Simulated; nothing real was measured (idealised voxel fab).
Process module in this document: voxel self aligned contacts
Pictured: cross-section cut, 230 nm wide, on a grid of 5 nm square cells.
In this document a cross-section is written as a grid of square cells. It is given as a series of bands, listed from the top down, and a band is one or more rows of cells. Look at the band entry: it leads with the top's height and the bottom's height in nm. Then it lists the materials left to right, with a width in nm for each. The word "throughout" on a single material says that material fills the band edge to edge. The word "blank" is empty space. A quick word on heights: they are counted from 0, and under that level the wafer as it came to us is one material throughout. The lowest band is different from the rest in having no bottom; it simply continues downward, written as in "0 nm and below". You'd read "30..40" like this: the band's top row of cells is as wide as the first number, its bottom row is as wide as the second, and going down, every row changes width by the same amount as the row before did. "stayed the same" means the step left every cell of the cross-section as it was. You'll see "Enclosed void listing" listing empty spaces that have no way open to the top, as long as they're 8 cells or more; the notation is width x height at distance, where the distance is from the left edge, and all of it is in nm. On each step's line, the part that comes after the settings is the simulator's own comment on the step. overlay nm: on a step with a mask, how far right of its planned place the mask lay; negative means left.

Steps planned for the process
1: RECEIVE | material Si
2: OXIDIZE | depth nm 5
3: DIRECTIONAL_DEP | material polySi | thk nm 30
4: DIRECTIONAL_DEP | material SiN | thk nm 20
5: DIRECTIONAL_DEP | material aC | thk nm 15
6: PATTERN | tone cover | mask id GATE | material resist | width nm 25 | pitch nm 50 | thk nm 30 | overlay nm 0
7: DIRECTIONAL_ETCH | etch materials aC | depth nm 15
8: STRIP | etch materials resist
9: DIRECTIONAL_ETCH | etch materials SiN | depth nm 20
10: DIRECTIONAL_ETCH | etch materials polySi | depth nm 30
11: STRIP | etch materials aC
12: CONFORMAL_DEP | material SiN | thk nm 5
13: DIRECTIONAL_ETCH | etch materials SiN | depth nm 5
14: FILL_DEP | material SiO2 | thk nm 20
15: CMP | height nm 60
16: PATTERN | tone open | mask id CONTACT | material resist | width nm 35 | thk nm 15 | overlay nm 0
17: DIRECTIONAL_ETCH | etch materials SiO2 | depth nm 65
18: STRIP | etch materials resist
19: CONFORMAL_DEP | material TiN | thk nm 5
20: FILL_DEP | material Ru | thk nm 5
21: CMP | height nm 60
22: CONFORMAL_DEP | material SiCN | thk nm 5

Cross-sectional view of the wafer in its as-received condition, corresponding to the state after step 1
	0 nm and below: Si throughout
	Enclosed void listing: none

First wafer of two, sectioned at end of module; run went per plan
	65 nm to 60 nm: SiCN throughout
	60 nm to 50 nm: 95 SiO2, then 5..15 TiN, then 25..5 Ru, then 5..15 TiN, then 100 SiO2
	50 nm to 30 nm: 70 SiO2, then 35 SiN, then 5 TiN, then 5 Ru, then 5 TiN, then 35 SiN, then 75 SiO2
	30 nm to 0 nm: 70 SiO2, then 5 SiN, then 25 polySi, then 5 SiN, then 5 TiN, then 5 Ru, then 5 TiN, then 5 SiN, then 25 polySi, then 5 SiN, then 75 SiO2
	0 nm to -5 nm: 105 SiO2, then 15 TiN, then 110 SiO2
	-5 nm and below: Si throughout
	Enclosed void listing: none

This is the second of the two wafers, cross-sectioned at the end of the module; it started exactly like the first and was given the same plan, but it was run with one mistake
	65 nm to 60 nm: SiCN throughout
	60 nm to 50 nm: 95 SiO2, then 5..15 TiN, then 25..5 Ru, then 5..15 TiN, then 100 SiO2
	50 nm to 30 nm: 70 SiO2, then 35 SiN, then 5 TiN, then 5 Ru, then 5 TiN, then 35 SiN, then 75 SiO2
	30 nm to 0 nm: 70 SiO2, then 5 SiN, then 25 polySi, then 5 SiN, then 5 TiN, then 5 Ru, then 5 TiN, then 5 SiN, then 25 polySi, then 5 SiN, then 75 SiO2
	0 nm to -5 nm: 105 SiO2, then 15 TiN, then 110 SiO2
	-5 nm to -15 nm: SiO2 throughout
	-15 nm and below: Si throughout
	Enclosed void listing: none
What was the processing mistake? step 2 changed vs plan, executed as OXIDIZE | depth nm 15
Wrapping up, a cell-based count of both wafers puts the second over or under the first for these materials: -92 Si, +92 SiO2
